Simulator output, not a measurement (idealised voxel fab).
This section sets out a process module, namely voxel self aligned contacts.
We display cut, a cross-section 250 nm in width whose square cells are each 5 nm.
If you're reading a cross-section in this doc, picture square cells in a grid; it comes to you as bands, top ones listed first down to the bottom, and a band can be one or more rows of cells. In this notation a band is specified by the heights of its top and bottom, in that order and in nm, after which its materials appear from left to right, each paired with its width in nm. The word "full width" attached to a single material means that material fills the band from edge to edge; the word "blank" stands for empty space. For the purposes of this specification, 0 denotes the height below which the wafer in its as-received condition is composed wholly of one material, and the lowermost band, lacking a lower limit, extends downward without end, as expressed in "0 down". Per-row width for "30 to 40": begins at first number (top row of band), ends at second number (bottom row), increment between rows held constant. The designation "everything unchanged", where it is given for a processing step, indicates that no cell of the cross-section was altered in the course of that step. "Cavities, closed" enumerates empty spaces isolated from the top, with no open way to it, that contain at least 8 cells, giving each as width x height at distance from the left edge, all three in nm. Formally, on a step line, whatever follows the settings is a remark that the simulator itself makes on the step. The optional step-line setting "overlay nm" applies to steps with a mask and quantifies how far to the right of its planned location the mask lay, a negative value indicating leftward placement.

### Planned process steps
step 1: RECEIVE, material Si
step 2: OXIDIZE, depth nm 5
step 3: DIRECTIONAL_DEP, material polySi, thk nm 25
step 4: DIRECTIONAL_DEP, material SiN, thk nm 25
step 5: DIRECTIONAL_DEP, material aC, thk nm 15
step 6: PATTERN, tone cover, mask id GATE, material resist, width nm 25, pitch nm 65, thk nm 30, overlay nm 0
step 7: DIRECTIONAL_ETCH, etch materials aC, depth nm 15
step 8: STRIP, etch materials resist
step 9: DIRECTIONAL_ETCH, etch materials SiN, depth nm 25
step 10: DIRECTIONAL_ETCH, etch materials polySi, depth nm 25
step 11: STRIP, etch materials aC
step 12: CONFORMAL_DEP, material SiN, thk nm 10
step 13: DIRECTIONAL_ETCH, etch materials SiN, depth nm 10
step 14: FILL_DEP, material SiO2, thk nm 15
step 15: CMP, height nm 60
step 16: PATTERN, tone open, mask id CONTACT, material resist, width nm 50, pitch nm 65, thk nm 20, overlay nm 0
step 17: DIRECTIONAL_ETCH, etch materials SiO2, depth nm 65
step 18: STRIP, etch materials resist
step 19: CONFORMAL_DEP, material TiN, thk nm 5
step 20: FILL_DEP, material W, thk nm 5
step 21: CMP, height nm 60
step 22: CONFORMAL_DEP, material SiN, thk nm 5

### Cross-section of the wafer at receipt, which is the condition after step 1
- 0 down  Si full width
- Cavities, closed: none

### What the wafer looks like in cross-section after this module, when it starts as shown above and follows the plan above but one mistake is made in running it
- 65 to 60  SiN full width
- 60 to 50  35 of SiO2; 45 of SiN; 5 of TiN; 10 of W; 5 of TiN; 45 of SiN; 5 of TiN; 10 of W; 5 of TiN; 45 of SiN; 40 of SiO2
- 50 to 30  35 of SiO2; 10 of SiN; 25 of polySi; 10 of SiN; 5 of TiN; 10 of W; 5 of TiN; 10 of SiN; 25 of polySi; 10 of SiN; 5 of TiN; 10 of W; 5 of TiN; 10 of SiN; 25 of polySi; 10 of SiN; 40 of SiO2
- 30 to 25  35 of SiO2; 10 of SiN; 25 of polySi; 10 of SiN; 20 of TiN; 10 of SiN; 25 of polySi; 10 of SiN; 20 of TiN; 10 of SiN; 25 of polySi; 10 of SiN; 40 of SiO2
- 25 to 0  polySi full width
- 0 to -5  SiO2 full width
- -5 down  Si full width
- Cavities, closed: none
So what did we get wrong on this run? the plan had its step 3 run twice
